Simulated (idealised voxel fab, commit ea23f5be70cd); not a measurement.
The process module presented herein is designated voxel fin reveal.
Xsec cut, 275 nm wide, square cell size 5 nm.
Reading order for cross-sections: top band down to bottom band. Underlying form: a grid of square cells. Band size: one or more rows of cells.
For a band, the entry starts with two heights in nm, that of the top and then that of the bottom, and carries on with the band's materials in order from left to right, each alongside its width in nm; the word "full width" beside a single material means it fills the band edge to edge, and "blank" means empty space.
Ref level 0: as-received wafer is one material below here. Bottom band extends down with no lower bound ("0 nm and below").
The expression "30 to 40" gives the width at the extremes of the band, the first number at its top row of cells and the second at its bottom row, with the width changing by equal amounts from each row to the next in between.
"same as before" (step): cross-section cells unchanged, all of them.
"Cavities, closed" lists enclosed empty spaces (at least 8 cells, no open path upward to the top), each as width x height at distance from the left edge, in nm.
It should be noted that, on the line of a given step, the content following the step's settings is a remark produced by the simulator itself with respect to that step.
overlay nm, on a step with a mask: how far to the right of its planned place the mask lay; to the left if negative
-- plan
1,RECEIVE (material Si)
2,CONFORMAL_DEP (material SiN; thk nm 5)
3,DIRECTIONAL_DEP (material aC; thk nm 10)
4,PATTERN (tone cover; mask id FINS; material resist; width nm 15; pitch nm 35; thk nm 25; overlay nm 0)
5,DIRECTIONAL_ETCH (etch materials aC; depth nm 10)
6,STRIP (etch materials resist)
7,DIRECTIONAL_ETCH (etch materials SiN; depth nm 5)
8,DIRECTIONAL_ETCH (etch materials Si; depth nm 35)
9,STRIP (etch materials aC)
10,FILL_DEP (material SiO2; thk nm 5)
11,CMP (height nm 5)
12,SELECTIVE_ETCH (etch materials SiO2; depth nm 15)
13,STRIP (etch materials SiN)
14,CONFORMAL_DEP (material SiO2; thk nm 5)
-- As received (post step 1): cross-section
	0 nm and below: Si full width
	Cavities, closed: none
-- The first of the two wafers as seen in cross-section once the module was finished; processing followed the plan
	5 nm to 0 nm: blank=90 | SiO2=25 | blank=10 | SiO2=25 | blank=10 | SiO2=25 | blank=90
	0 nm to -5 nm: blank=90 | SiO2=5 | Si=15 | SiO2=5 | blank=10 | SiO2=5 | Si=15 | SiO2=5 | blank=10 | SiO2=5 | Si=15 | SiO2=5 | blank=90
	-5 nm to -35 nm: SiO2=95 | Si=15 | SiO2=20 | Si=15 | SiO2=20 | Si=15 | SiO2=95
	-35 nm and below: Si full width
	Cavities, closed: none
-- second wafer at the end: like start, like plan, one mistake
	0 nm to -5 nm: blank=90 | SiO2=25 | blank=10 | SiO2=25 | blank=10 | SiO2=25 | blank=90
	-5 nm to -15 nm: blank=90 | SiO2=5 | Si=15 | SiO2=5 | blank=10 | SiO2=5 | Si=15 | SiO2=5 | blank=10 | SiO2=5 | Si=15 | SiO2=5 | blank=90
	-15 nm to -35 nm: SiO2=95 | Si=15 | SiO2=20 | Si=15 | SiO2=20 | Si=15 | SiO2=95
	-35 nm and below: Si full width
	Cavities, closed: none
What was the processing mistake? step 11 was run on a setting that differed from the plan, and what really ran there is CMP (height nm -5)
End of process, cell counts, second wafer against first, materials with more or fewer: Si: 9 fewer; SiO2: 86 fewer
